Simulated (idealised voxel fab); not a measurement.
process module | voxel double patterning
cross-section cut | 215 nm wide | cells 5 nm
A cross-section is a grid of square cells, given in bands from the top down. A band is one or more rows of cells.
Each band's line starts with the height of the band's top and of its bottom, in nm. Then come its materials from left to right, each with its width in nm. One material with "throughout" fills the band from edge to edge. "air" is empty space.
Height 0 is the level under which the wafer as received is all one material. The lowest band goes on downwards, as in "0 down".
A width such as "30 to 40" changes by the same amount from each row of cells to the next, from the band's top row to its bottom row.
"no change" after a step means that no cell of the cross-section changed.
closed voids: empty space of 8 cells or more with no open way to the top, each as width x height at its distance from the left edge, in nm
after a step's settings: what the simulator itself notes on the step
overlay nm, on a step with a mask: how far to the right of its planned place the mask lay; to the left if negative
plan
1 op RECEIVE | material Si
2 op CONFORMAL_DEP | material SiO2 | thk nm 5
3 op DIRECTIONAL_DEP | material TiN | thk nm 20
4 op DIRECTIONAL_DEP | material SiCN | thk nm 5
5 op PATTERN | tone open | mask id FIRST | material resist | width nm 15 | pitch nm 50 | thk nm 15 | overlay nm 0
6 op DIRECTIONAL_ETCH | etch materials SiCN | depth nm 5
7 op STRIP | etch materials resist
8 op PATTERN | tone open | mask id SECOND | material resist | width nm 15 | thk nm 20 | overlay nm 0
9 op DIRECTIONAL_ETCH | etch materials SiCN | depth nm 5
10 op STRIP | etch materials resist
11 op DIRECTIONAL_ETCH | etch materials TiN | depth nm 20
12 op STRIP | etch materials SiCN
as received, after step 1
  0 down: Si throughout
  closed voids: none
a wafer at the end: this start, this plan, one mistake
  25 to 20: SiO2 throughout
  20 to 0: TiN throughout
  0 down: Si throughout
  closed voids: none
what went wrong: steps 2 and 3 were swapped
